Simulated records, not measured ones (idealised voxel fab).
This is a process module. Its name is voxel wiring stack.
In the cross-section labelled cut, the width is 265 nm and each square cell is 5 nm.
Throughout this document, each cross-section is represented as a grid of square cells and is presented as a sequence of bands enumerated from the top downward, where a band comprises one or more rows of cells. Top height, bottom height, nm. Materials left to right, width each, nm. Single material + "full width" = fills band edge to edge. "air" = empty. Beneath 0, the wafer as received is one material, and that level is where height counting begins. The lowest band goes on downward without a bottom; it is written like "0 nm and below". Top row gets the first number, bottom row gets the second, and each row in between changes by the same step: that is how a band width like "30->40" works. "no change", as given for a step, is the statement that not any cell of the cross-section underwent a change during that step. If an empty space has no open way to the top and is at least 8 cells in size, "Enclosed cavity list" lists it, written width x height at distance, where distance is measured from the left edge and every value is in nm. The remark found on a step's line after its settings is issued by the simulator itself and pertains to that step. overlay nm: step with mask; distance mask lay right of planned place; negative value = left of planned place. How should the pairs below be read? Each gives the cross-section before one process step and the cross-section after it, the latter drawn only to the lowest band that changed; the step that lies between them, with its settings, appears under the pair. Does a pair pick up where the pair above left off? Only where its entry headed "Before processing step" says so, since pairs can come from different runs of this module on the same starting wafer.
## Before processing step
	90 nm to 80 nm | lowk (35); air (15); lowk (95); air (15); lowk (105)
	80 nm to 75 nm | SiCN (35); air (15); SiCN (95); air (15); SiCN (105)
	75 nm to 60 nm | SiO2 (35); TiN (5); Ru (20); TiN (5); SiO2 (25); TiN (5); Ru (20); TiN (5); SiO2 (25); TiN (5); Ru (20); TiN (5); SiO2 (25); TiN (5); Ru (20); TiN (5); SiO2 (35)
	60 nm to 55 nm | SiO2 (35); TiN (5); Ru (5); TiN (20); SiO2 (25); TiN (5); Ru (5); TiN (20); SiO2 (25); TiN (5); Ru (5); TiN (20); SiO2 (25); TiN (5); Ru (5); TiN (20); SiO2 (35)
	55 nm to 45 nm | SiO2 (35); TiN (5); Ru (5); TiN (5); SiO2 (40); TiN (5); Ru (5); TiN (5); SiO2 (40); TiN (5); Ru (5); TiN (5); SiO2 (40); TiN (5); Ru (5); TiN (5); SiO2 (50)
	45 nm to 40 nm | SiCN (35); TiN (15); SiCN (40); TiN (15); SiCN (40); TiN (15); SiCN (40); TiN (15); SiCN (50)
	40 nm to 15 nm | SiO2 (40); W (30); SiO2 (25); W (30); SiO2 (25); W (30); SiO2 (25); W (30); SiO2 (30)
	15 nm to 10 nm | SiO2 (40); TiN (30); SiO2 (25); TiN (30); SiO2 (25); TiN (30); SiO2 (25); TiN (30); SiO2 (30)
	10 nm to 0 nm | SiO2 full width
	0 nm and below | Si full width
	Enclosed cavity list: none
## Section After Processing
	95 nm to 90 nm | TiN (40); air (5); TiN (105); air (5); TiN (110)
	90 nm to 80 nm | lowk (35); TiN (5); air (5); TiN (5); lowk (95); TiN (5); air (5); TiN (5); lowk (105)
	80 nm to 75 nm | SiCN (35); TiN (15); SiCN (95); TiN (15); SiCN (105)
	Under the height 75 nothing was changed.
	Enclosed cavity list: none
The two cross-sections above are separated by a single process step, namely CONFORMAL_DEP,material TiN,thk nm 5
Before processing step: Please consult the pair immediately above; the cross-section it shows after its step is the state before this step.
## Section After Processing
	105 nm to 95 nm | Cu full width
	95 nm to 90 nm | TiN (40); Cu (5); TiN (105); Cu (5); TiN (110)
	90 nm to 80 nm | lowk (35); TiN (5); Cu (5); TiN (5); lowk (95); TiN (5); Cu (5); TiN (5); lowk (105)
	Under the height 80 nothing was changed.
	Enclosed cavity list: none
The two cross-sections above are separated by a single process step, namely FILL_DEP,material Cu,thk nm 10
Before processing step: Please consult the pair immediately above; the cross-section it shows after its step is the state before this step.
## Section After Processing
	90 nm to 80 nm | lowk (35); TiN (5); Cu (5); TiN (5); lowk (95); TiN (5); Cu (5); TiN (5); lowk (105)
	Under the height 80 nothing was changed.
	Enclosed cavity list: none
The two cross-sections above are separated by a single process step, namely CMP,height nm 90
Before processing step: Please consult the pair immediately above; the cross-section it shows after its step is the state before this step.
## Section After Processing
	95 nm to 90 nm | TiN full width
	Under the height 90 nothing was changed.
	Enclosed cavity list: none
The two cross-sections above are separated by a single process step, namely DIRECTIONAL_DEP,material TiN,thk nm 5
Before processing step: Please consult the pair immediately above; the cross-section it shows after its step is the state before this step.
## Section After Processing
	120 nm to 95 nm | Ru full width
	Under the height 95 nothing was changed.
	Enclosed cavity list: none
The two cross-sections above are separated by a single process step, namely DIRECTIONAL_DEP,material Ru,thk nm 25
Before processing step: Please consult the pair immediately above; the cross-section it shows after its step is the state before this step.
## Section After Processing
	120 nm to 95 nm | air (35); Ru (30); air (25); Ru (30); air (25); Ru (30); air (25); Ru (30); air (35)
	Under the height 95 nothing was changed.
	Enclosed cavity list: none
The two cross-sections above are separated by a single process step, namely MASKED_ETCH,tone cover,mask id METAL_3,width nm 30,pitch nm 55,etch materials Ru,depth nm 25,overlay nm 0
Before processing step: Please consult the pair immediately above; the cross-section it shows after its step is the state before this step.
## Section After Processing
	120 nm to 95 nm | air (35); Ru (30); air (25); Ru (30); air (25); Ru (30); air (25); Ru (30); air (35)
	95 nm to 90 nm | air (35); TiN (30); air (25); TiN (30); air (25); TiN (30); air (25); TiN (30); air (35)
	Under the height 90 nothing was changed.
	Enclosed cavity list: none
The two cross-sections above are separated by a single process step, namely MASKED_ETCH,tone cover,mask id METAL_3,width nm 30,pitch nm 55,etch materials TiN,depth nm 5,overlay nm 0
Before processing step: Please consult the pair immediately above; the cross-section it shows after its step is the state before this step.
## Section After Processing
	125 nm to 120 nm | air (30); SiN (40); air (15); SiN (40); air (15); SiN (40); air (15); SiN (40); air (30)
	120 nm to 95 nm | air (30); SiN (5); Ru (30); SiN (5); air (15); SiN (5); Ru (30); SiN (5); air (15); SiN (5); Ru (30); SiN (5); air (15); SiN (5); Ru (30); SiN (5); air (30)
	95 nm to 90 nm | SiN (35); TiN (30); SiN (25); TiN (30); SiN (25); TiN (30); SiN (25); TiN (30); SiN (35)
	Under the height 90 nothing was changed.
	Enclosed cavity list: none
The two cross-sections above are separated by a single process step, namely CONFORMAL_DEP,material SiN,thk nm 5
Before processing step: Please consult the pair immediately above; the cross-section it shows after its step is the state before this step.
## Section After Processing
	130 nm to 125 nm | lowk full width
	125 nm to 120 nm | lowk (30); SiN (40); lowk (15); SiN (40); lowk (15); SiN (40); lowk (15); SiN (40); lowk (30)
	120 nm to 95 nm | lowk (30); SiN (5); Ru (30); SiN (5); lowk (15); SiN (5); Ru (30); SiN (5); lowk (15); SiN (5); Ru (30); SiN (5); lowk (15); SiN (5); Ru (30); SiN (5); lowk (30)
	Under the height 95 nothing was changed.
	Enclosed cavity list: none
The two cross-sections above are separated by a single process step, namely FILL_DEP,material lowk,thk nm 5
Before processing step: Please consult the pair immediately above; the cross-section it shows after its step is the state before this step.
## Section After Processing
	120 nm to 95 nm | lowk (30); SiN (5); Ru (30); SiN (5); lowk (15); SiN (5); Ru (30); SiN (5); lowk (15); SiN (5); Ru (30); SiN (5); lowk (15); SiN (5); Ru (30); SiN (5); lowk (30)
	Under the height 95 nothing was changed.
	Enclosed cavity list: none
The two cross-sections above are separated by a single process step, namely CMP,height nm 120
Before processing step: Please consult the pair immediately above; the cross-section it shows after its step is the state before this step.
## Section After Processing
	125 nm to 120 nm | SiN full width
	Under the height 120 nothing was changed.
	Enclosed cavity list: none
The two cross-sections above are separated by a single process step, namely CONFORMAL_DEP,material SiN,thk nm 5
## Before processing step
	120 nm to 95 nm | lowk (30); SiN (5); Ru (30); SiN (5); lowk (15); SiN (5); Ru (30); SiN (5); lowk (15); SiN (5); Ru (30); SiN (5); lowk (15); SiN (5); Ru (30); SiN (5); lowk (30)
	95 nm to 90 nm | SiN (35); TiN (30); SiN (25); TiN (30); SiN (25); TiN (30); SiN (25); TiN (30); SiN (35)
	90 nm to 80 nm | lowk (35); TiN (5); Cu (5); TiN (5); lowk (95); TiN (5); Cu (5); TiN (5); lowk (105)
	80 nm to 75 nm | SiCN (35); TiN (15); SiCN (95); TiN (15); SiCN (105)
	75 nm to 60 nm | SiO2 (35); TiN (5); Ru (20); TiN (5); SiO2 (25); TiN (5); Ru (20); TiN (5); SiO2 (25); TiN (5); Ru (20); TiN (5); SiO2 (25); TiN (5); Ru (20); TiN (5); SiO2 (35)
	60 nm to 55 nm | SiO2 (35); TiN (5); Ru (5); TiN (20); SiO2 (25); TiN (5); Ru (5); TiN (20); SiO2 (25); TiN (5); Ru (5); TiN (20); SiO2 (25); TiN (5); Ru (5); TiN (20); SiO2 (35)
	55 nm to 45 nm | SiO2 (35); TiN (5); Ru (5); TiN (5); SiO2 (40); TiN (5); Ru (5); TiN (5); SiO2 (40); TiN (5); Ru (5); TiN (5); SiO2 (40); TiN (5); Ru (5); TiN (5); SiO2 (50)
	45 nm to 40 nm | SiCN (35); TiN (15); SiCN (40); TiN (15); SiCN (40); TiN (15); SiCN (40); TiN (15); SiCN (50)
	40 nm to 15 nm | SiO2 (35); W (30); SiO2 (25); W (30); SiO2 (25); W (30); SiO2 (25); W (30); SiO2 (35)
	15 nm to 10 nm | SiO2 (35); TiN (30); SiO2 (25); TiN (30); SiO2 (25); TiN (30); SiO2 (25); TiN (30); SiO2 (35)
	10 nm to 0 nm | SiO2 full width
	0 nm and below | Si full width
	Enclosed cavity list: none
## Section After Processing
	125 nm to 120 nm | W full width
	Under the height 120 nothing was changed.
	Enclosed cavity list: none
The two cross-sections above are separated by a single process step, namely CONFORMAL_DEP,material W,thk nm 5
## Before processing step
	120 nm to 95 nm | Ru full width
	95 nm to 90 nm | TiN full width
	90 nm to 80 nm | lowk (35); TiN (5); Cu (5); TiN (5); lowk (95); TiN (5); Cu (5); TiN (5); lowk (105)
	80 nm to 75 nm | SiCN (35); TiN (15); SiCN (95); TiN (15); SiCN (105)
	75 nm to 60 nm | SiO2 (35); TiN (5); Ru (20); TiN (5); SiO2 (25); TiN (5); Ru (20); TiN (5); SiO2 (25); TiN (5); Ru (20); TiN (5); SiO2 (25); TiN (5); Ru (20); TiN (5); SiO2 (35)
	60 nm to 55 nm | SiO2 (35); TiN (5); Ru (5); TiN (20); SiO2 (25); TiN (5); Ru (5); TiN (20); SiO2 (25); TiN (5); Ru (5); TiN (20); SiO2 (25); TiN (5); Ru (5); TiN (20); SiO2 (35)
	55 nm to 45 nm | SiO2 (35); TiN (5); Ru (5); TiN (5); SiO2 (40); TiN (5); Ru (5); TiN (5); SiO2 (40); TiN (5); Ru (5); TiN (5); SiO2 (40); TiN (5); Ru (5); TiN (5); SiO2 (50)
	45 nm to 40 nm | SiCN (35); TiN (15); SiCN (40); TiN (15); SiCN (40); TiN (15); SiCN (40); TiN (15); SiCN (50)
	40 nm to 15 nm | SiO2 (35); W (30); SiO2 (25); W (30); SiO2 (25); W (30); SiO2 (25); W (30); SiO2 (35)
	15 nm to 10 nm | SiO2 (35); TiN (30); SiO2 (25); TiN (30); SiO2 (25); TiN (30); SiO2 (25); TiN (30); SiO2 (35)
	10 nm to 0 nm | SiO2 full width
	0 nm and below | Si full width
	Enclosed cavity list: none
## Section After Processing
	120 nm to 95 nm | Ru (35); air (30); Ru (25); air (30); Ru (25); air (30); Ru (25); air (30); Ru (35)
	Under the height 95 nothing was changed.
	Enclosed cavity list: none
The two cross-sections above are separated by a single process step, namely MASKED_ETCH,tone open,mask id METAL_3,width nm 30,pitch nm 55,etch materials Ru,depth nm 25,overlay nm 0
Before processing step: Please consult the pair immediately above; the cross-section it shows after its step is the state before this step.
## Section After Processing
	125 nm to 120 nm | SiN (40); air (20); SiN (35); air (20); SiN (35); air (20); SiN (35); air (20); SiN (40)
	120 nm to 100 nm | Ru (35); SiN (5); air (20); SiN (5); Ru (25); SiN (5); air (20); SiN (5); Ru (25); SiN (5); air (20); SiN (5); Ru (25); SiN (5); air (20); SiN (5); Ru (35)
	100 nm to 95 nm | Ru (35); SiN (30); Ru (25); SiN (30); Ru (25); SiN (30); Ru (25); SiN (30); Ru (35)
	Under the height 95 nothing was changed.
	Enclosed cavity list: none
The two cross-sections above are separated by a single process step, namely CONFORMAL_DEP,material SiN,thk nm 5
Before processing step: Please consult the pair immediately above; the cross-section it shows after its step is the state before this step.
## Section After Processing
	130 nm to 125 nm | lowk full width
	125 nm to 120 nm | SiN (40); lowk (20); SiN (35); lowk (20); SiN (35); lowk (20); SiN (35); lowk (20); SiN (40)
	120 nm to 100 nm | Ru (35); SiN (5); lowk (20); SiN (5); Ru (25); SiN (5); lowk (20); SiN (5); Ru (25); SiN (5); lowk (20); SiN (5); Ru (25); SiN (5); lowk (20); SiN (5); Ru (35)
	Under the height 100 nothing was changed.
	Enclosed cavity list: none
The two cross-sections above are separated by a single process step, namely FILL_DEP,material lowk,thk nm 5
Before processing step: Please consult the pair immediately above; the cross-section it shows after its step is the state before this step.
## Section After Processing
	120 nm to 100 nm | Ru (35); SiN (5); lowk (20); SiN (5); Ru (25); SiN (5); lowk (20); SiN (5); Ru (25); SiN (5); lowk (20); SiN (5); Ru (25); SiN (5); lowk (20); SiN (5); Ru (35)
	Under the height 100 nothing was changed.
	Enclosed cavity list: none
The two cross-sections above are separated by a single process step, namely CMP,height nm 120
Before processing step: Please consult the pair immediately above; the cross-section it shows after its step is the state before this step.
## Section After Processing
	125 nm to 120 nm | SiN full width
	Under the height 120 nothing was changed.
	Enclosed cavity list: none
The two cross-sections above are separated by a single process step, namely CONFORMAL_DEP,material SiN,thk nm 5
